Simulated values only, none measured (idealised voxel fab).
Process module name: voxel self aligned vias
Cross-section cut spans 240 nm and uses square cells 5 nm in size.
A cross-section is written here as square cells arranged in a grid, and it is given in bands from the top down, each band taking up one or more rows of cells.
The band entry comprises the height of the band's top followed by the height of its bottom, expressed in nm, and subsequently the band's materials from left to right, each stated together with its width in nm. Where a single material is marked with the word "throughout", that material fills the band from edge to edge. The word "air" represents empty space.
Counting heights begins at 0, where everything beneath is, in the wafer as received, one material. The lowest band has no bottom; it goes on downwards, as "from 0 down" shows.
Width "30 to 40": first value at the band's top row of cells, second value at its bottom row, equal change from row to row.
Reading "no change" for a step: not a cell of the cross-section changed in it.
"Catalogued sealed voids" lists enclosed empty spaces (at least 8 cells, no open path upward to the top), each as width x height at distance from the left edge, in nm.
Note: text after step settings on the step line = simulator remark on that step.
The line of a step may include "overlay nm". On a step with a mask, this value is how far to the right of its planned place the mask lay. A negative value means the mask lay to the left.
Pairs, read this way: before one process step on the one hand, after it on the other, the after cross-section ending at the lowest band that changed; the step between, settings included, beneath. Same starting wafer throughout, but possibly different runs of this module, so no pair continues from the pair above unless its entry headed "Incoming structure" says so.

## Incoming structure
> from 80 to 70: W throughout
> from 70 to 65: TiN 75 / W 30 / TiN 25 / W 30 / TiN 80
> from 65 to 50: SiO2 70 / TiN 5 / W 30 / TiN 5 / SiO2 15 / TiN 5 / W 30 / TiN 5 / SiO2 75
> from 50 to 45: SiO2 70 / TiN 15 / W 15 / TiN 10 / SiO2 15 / TiN 15 / W 15 / TiN 10 / SiO2 75
> from 45 to 40: SiO2 80 / TiN 25 / SiO2 30 / TiN 25 / SiO2 80
> from 40 to 25: SiO2 80 / TiN 5 / W 15 / TiN 5 / SiO2 30 / TiN 5 / W 15 / TiN 5 / SiO2 80
> from 25 to 20: SiO2 80 / TiN 25 / SiO2 30 / TiN 25 / SiO2 80
> from 20 to 15: SiCN throughout
> from 15 to 0: SiO2 throughout
> from 0 down: Si throughout
> Catalogued sealed voids: none

## Post-Step Appearance
> from 65 to 50: SiO2 70 / TiN 5 / W 30 / TiN 5 / SiO2 15 / TiN 5 / W 30 / TiN 5 / SiO2 75
> below 50: unchanged
> Catalogued sealed voids: none
Between before and after as drawn above: CMP | height nm 65

Incoming structure: The structure entering this step is exactly what the pair just above shows after its step.

## Post-Step Appearance
> from 70 to 65: SiCN throughout
> below 65: unchanged
> Catalogued sealed voids: none
Between before and after as drawn above: CONFORMAL_DEP | material SiCN | thk nm 5

## Incoming structure
> from 65 to 45: SiO2 throughout
> from 45 to 40: SiO2 75 / SiN 30 / SiO2 25 / SiN 30 / SiO2 80
> from 40 to 25: SiO2 75 / TiN 5 / W 20 / TiN 5 / SiO2 25 / TiN 5 / W 20 / TiN 5 / SiO2 80
> from 25 to 20: SiO2 75 / TiN 30 / SiO2 25 / TiN 30 / SiO2 80
> from 20 to 15: SiCN throughout
> from 15 to 0: SiO2 throughout
> from 0 down: Si throughout
> Catalogued sealed voids: none

## Post-Step Appearance
> from 65 to 45: SiO2 60 / air 40 / SiO2 15 / air 40 / SiO2 85
> below 45: unchanged
> Catalogued sealed voids: none
Between before and after as drawn above: MASKED_ETCH | tone open | mask id VIAS | width nm 40 | pitch nm 55 | etch materials SiO2 | depth nm 20 | overlay nm -10

Incoming structure: The structure entering this step is exactly what the pair just above shows after its step.

## Post-Step Appearance
> from 65 to 45: SiO2 60 / air 40 / SiO2 15 / air 40 / SiO2 85
> from 45 to 40: SiO2 75 / air 25 / SiN 5 / SiO2 25 / air 25 / SiN 5 / SiO2 80
> below 40: unchanged
> Catalogued sealed voids: none
Between before and after as drawn above: MASKED_ETCH | tone open | mask id VIAS | width nm 40 | pitch nm 55 | etch materials SiN | depth nm 5 | overlay nm 0

Incoming structure: The structure entering this step is exactly what the pair just above shows after its step.

## Post-Step Appearance
> from 70 to 65: TiN 65 / air 30 / TiN 25 / air 30 / TiN 90
> from 65 to 50: SiO2 60 / TiN 5 / air 30 / TiN 5 / SiO2 15 / TiN 5 / air 30 / TiN 5 / SiO2 85
> from 50 to 45: SiO2 60 / TiN 20 / air 15 / TiN 5 / SiO2 15 / TiN 20 / air 15 / TiN 5 / SiO2 85
> from 45 to 40: SiO2 75 / TiN 25 / SiN 5 / SiO2 25 / TiN 25 / SiN 5 / SiO2 80
> below 40: unchanged
> Catalogued sealed voids: none
Between before and after as drawn above: CONFORMAL_DEP | material TiN | thk nm 5

Incoming structure: The structure entering this step is exactly what the pair just above shows after its step.

## Post-Step Appearance
> from 80 to 70: W throughout
> from 70 to 65: TiN 65 / W 30 / TiN 25 / W 30 / TiN 90
> from 65 to 50: SiO2 60 / TiN 5 / W 30 / TiN 5 / SiO2 15 / TiN 5 / W 30 / TiN 5 / SiO2 85
> from 50 to 45: SiO2 60 / TiN 20 / W 15 / TiN 5 / SiO2 15 / TiN 20 / W 15 / TiN 5 / SiO2 85
> below 45: unchanged
> Catalogued sealed voids: none
Between before and after as drawn above: FILL_DEP | material W | thk nm 10

Incoming structure: The structure entering this step is exactly what the pair just above shows after its step.

## Post-Step Appearance
> from 65 to 50: SiO2 60 / TiN 5 / W 30 / TiN 5 / SiO2 15 / TiN 5 / W 30 / TiN 5 / SiO2 85
> below 50: unchanged
> Catalogued sealed voids: none
Between before and after as drawn above: CMP | height nm 65

Incoming structure: The structure entering this step is exactly what the pair just above shows after its step.

## Post-Step Appearance
> from 70 to 65: SiCN throughout
> below 65: unchanged
> Catalogued sealed voids: none
Between before and after as drawn above: CONFORMAL_DEP | material SiCN | thk nm 5

## Incoming structure
> from 45 to 40: SiO2 75 / air 30 / SiO2 25 / air 30 / SiO2 80
> from 40 to 25: SiO2 75 / TiN 5 / W 20 / TiN 5 / SiO2 25 / TiN 5 / W 20 / TiN 5 / SiO2 80
> from 25 to 20: SiO2 75 / TiN 30 / SiO2 25 / TiN 30 / SiO2 80
> from 20 to 15: SiCN throughout
> from 15 to 0: SiO2 throughout
> from 0 down: Si throughout
> Catalogued sealed voids: none

## Post-Step Appearance
> from 55 to 40: SiO2 throughout
> below 40: unchanged
> Catalogued sealed voids: none
Between before and after as drawn above: FILL_DEP | material SiO2 | thk nm 10

Incoming structure: The structure entering this step is exactly what the pair just above shows after its step.

## Post-Step Appearance
> from 45 to 40: SiO2 throughout
> below 40: unchanged
> Catalogued sealed voids: none
Between before and after as drawn above: CMP | height nm 45

Incoming structure: The structure entering this step is exactly what the pair just above shows after its step.

## Post-Step Appearance
> from 65 to 40: SiO2 throughout
> below 40: unchanged
> Catalogued sealed voids: none
Between before and after as drawn above: DIRECTIONAL_DEP | material SiO2 | thk nm 20

Incoming structure: The structure entering this step is exactly what the pair just above shows after its step.

## Post-Step Appearance
> from 65 to 45: SiO2 70 / air 40 / SiO2 15 / air 40 / SiO2 75
> below 45: unchanged
> Catalogued sealed voids: none
Between before and after as drawn above: MASKED_ETCH | tone open | mask id VIAS | width nm 40 | pitch nm 55 | etch materials SiO2 | depth nm 20 | overlay nm 0

Incoming structure: The structure entering this step is exactly what the pair just above shows after its step.

## Post-Step Appearance
> from 70 to 65: TiN 75 / air 30 / TiN 25 / air 30 / TiN 80
> from 65 to 50: SiO2 70 / TiN 5 / air 30 / TiN 5 / SiO2 15 / TiN 5 / air 30 / TiN 5 / SiO2 75
> from 50 to 45: SiO2 70 / TiN 40 / SiO2 15 / TiN 40 / SiO2 75
> below 45: unchanged
> Catalogued sealed voids: none
Between before and after as drawn above: CONFORMAL_DEP | material TiN | thk nm 5

Incoming structure: The structure entering this step is exactly what the pair just above shows after its step.

## Post-Step Appearance
> from 80 to 70: W throughout
> from 70 to 65: TiN 75 / W 30 / TiN 25 / W 30 / TiN 80
> from 65 to 50: SiO2 70 / TiN 5 / W 30 / TiN 5 / SiO2 15 / TiN 5 / W 30 / TiN 5 / SiO2 75
> below 50: unchanged
> Catalogued sealed voids: none
Between before and after as drawn above: FILL_DEP | material W | thk nm 10

Incoming structure: The structure entering this step is exactly what the pair just above shows after its step.

## Post-Step Appearance
> from 65 to 50: SiO2 70 / TiN 5 / W 30 / TiN 5 / SiO2 15 / TiN 5 / W 30 / TiN 5 / SiO2 75
> below 50: unchanged
> Catalogued sealed voids: none
Between before and after as drawn above: CMP | height nm 65

Incoming structure: The structure entering this step is exactly what the pair just above shows after its step.

## Post-Step Appearance
> from 70 to 65: SiCN throughout
> below 65: unchanged
> Catalogued sealed voids: none
Between before and after as drawn above: CONFORMAL_DEP | material SiCN | thk nm 5

## Incoming structure
> from 45 to 20: SiO2 throughout
> from 20 to 15: SiCN throughout
> from 15 to 0: SiO2 throughout
> from 0 down: Si throughout
> Catalogued sealed voids: none

## Post-Step Appearance
> from 45 to 20: air 75 / SiO2 30 / air 25 / SiO2 30 / air 80
> below 20: unchanged
> Catalogued sealed voids: none
Between before and after as drawn above: MASKED_ETCH | tone cover | mask id LINES | width nm 30 | pitch nm 55 | etch materials SiO2 | depth nm 25 | overlay nm 0

Incoming structure: The structure entering this step is exactly what the pair just above shows after its step.

## Post-Step Appearance
> from 50 to 45: air 70 / TiN 40 / air 15 / TiN 40 / air 75
> from 45 to 25: air 70 / TiN 5 / SiO2 30 / TiN 5 / air 15 / TiN 5 / SiO2 30 / TiN 5 / air 75
> from 25 to 20: TiN 75 / SiO2 30 / TiN 25 / SiO2 30 / TiN 80
> below 20: unchanged
> Catalogued sealed voids: none
Between before and after as drawn above: CONFORMAL_DEP | material TiN | thk nm 5

Incoming structure: The structure entering this step is exactly what the pair just above shows after its step.

## Post-Step Appearance
> from 60 to 50: W throughout
> from 50 to 45: W 70 / TiN 40 / W 15 / TiN 40 / W 75
> from 45 to 25: W 70 / TiN 5 / SiO2 30 / TiN 5 / W 15 / TiN 5 / SiO2 30 / TiN 5 / W 75
> below 25: unchanged
> Catalogued sealed voids: none
Between before and after as drawn above: FILL_DEP | material W | thk nm 10

Incoming structure: The structure entering this step is exactly what the pair just above shows after its step.

## Post-Step Appearance
> from 45 to 25: W 70 / TiN 5 / SiO2 30 / TiN 5 / W 15 / TiN 5 / SiO2 30 / TiN 5 / W 75
> below 25: unchanged
> Catalogued sealed voids: none
Between before and after as drawn above: CMP | height nm 45

Incoming structure: The structure entering this step is exactly what the pair just above shows after its step.

## Post-Step Appearance
> from 45 to 40: air 75 / SiO2 30 / air 25 / SiO2 30 / air 80
> below 40: unchanged
> Catalogued sealed voids: none
Between before and after as drawn above: SELECTIVE_ETCH | etch materials W Ru TiN | depth nm 5

Incoming structure: The structure entering this step is exactly what the pair just above shows after its step.

## Post-Step Appearance
> from 55 to 45: SiN throughout
> from 45 to 40: SiN 75 / SiO2 30 / SiN 25 / SiO2 30 / SiN 80
> below 40: unchanged
> Catalogued sealed voids: none
Between before and after as drawn above: FILL_DEP | material SiN | thk nm 10

Incoming structure: The structure entering this step is exactly what the pair just above shows after its step.

## Post-Step Appearance
> from 45 to 40: SiN 75 / SiO2 30 / SiN 25 / SiO2 30 / SiN 80
> below 40: unchanged
> Catalogued sealed voids: none
Between before and after as drawn above: CMP | height nm 45

Incoming structure: The structure entering this step is exactly what the pair just above shows after its step.

## Post-Step Appearance
> from 65 to 45: SiO2 throughout
> below 45: unchanged
> Catalogued sealed voids: none
Between before and after as drawn above: DIRECTIONAL_DEP | material SiO2 | thk nm 20

Incoming structure: The structure entering this step is exactly what the pair just above shows after its step.

## Post-Step Appearance
> from 65 to 45: SiO2 70 / air 40 / SiO2 15 / air 40 / SiO2 75
> below 45: unchanged
> Catalogued sealed voids: none
Between before and after as drawn above: MASKED_ETCH | tone open | mask id VIAS | width nm 40 | pitch nm 55 | etch materials SiO2 | depth nm 20 | overlay nm 0

Incoming structure: The structure entering this step is exactly what the pair just above shows after its step.

## Post-Step Appearance
> from 65 to 45: SiO2 70 / air 40 / SiO2 15 / air 40 / SiO2 75
> from 45 to 40: SiN 70 / air 5 / SiO2 30 / air 5 / SiN 15 / air 5 / SiO2 30 / air 5 / SiN 75
> below 40: unchanged
> Catalogued sealed voids: none
Between before and after as drawn above: MASKED_ETCH | tone open | mask id VIAS | width nm 40 | pitch nm 55 | etch materials SiN | depth nm 5 | overlay nm 0

Incoming structure: The structure entering this step is exactly what the pair just above shows after its step.

## Post-Step Appearance
> from 70 to 65: TiN 75 / air 30 / TiN 25 / air 30 / TiN 80
> from 65 to 50: SiO2 70 / TiN 5 / air 30 / TiN 5 / SiO2 15 / TiN 5 / air 30 / TiN 5 / SiO2 75
> from 50 to 45: SiO2 70 / TiN 40 / SiO2 15 / TiN 40 / SiO2 75
> from 45 to 40: SiN 70 / TiN 5 / SiO2 30 / TiN 5 / SiN 15 / TiN 5 / SiO2 30 / TiN 5 / SiN 75
> below 40: unchanged
> Catalogued sealed voids: none
Between before and after as drawn above: CONFORMAL_DEP | material TiN | thk nm 5

Incoming structure: The structure entering this step is exactly what the pair just above shows after its step.

## Post-Step Appearance
> from 80 to 70: W throughout
> from 70 to 65: TiN 75 / W 30 / TiN 25 / W 30 / TiN 80
> from 65 to 50: SiO2 70 / TiN 5 / W 30 / TiN 5 / SiO2 15 / TiN 5 / W 30 / TiN 5 / SiO2 75
> below 50: unchanged
> Catalogued sealed voids: none
Between before and after as drawn above: FILL_DEP | material W | thk nm 10

Incoming structure: The structure entering this step is exactly what the pair just above shows after its step.

## Post-Step Appearance
> from 65 to 50: SiO2 70 / TiN 5 / W 30 / TiN 5 / SiO2 15 / TiN 5 / W 30 / TiN 5 / SiO2 75
> below 50: unchanged
> Catalogued sealed voids: none
Between before and after as drawn above: CMP | height nm 65

Incoming structure: The structure entering this step is exactly what the pair just above shows after its step.

## Post-Step Appearance
> from 70 to 65: SiCN throughout
> below 65: unchanged
> Catalogued sealed voids: none
Between before and after as drawn above: CONFORMAL_DEP | material SiCN | thk nm 5
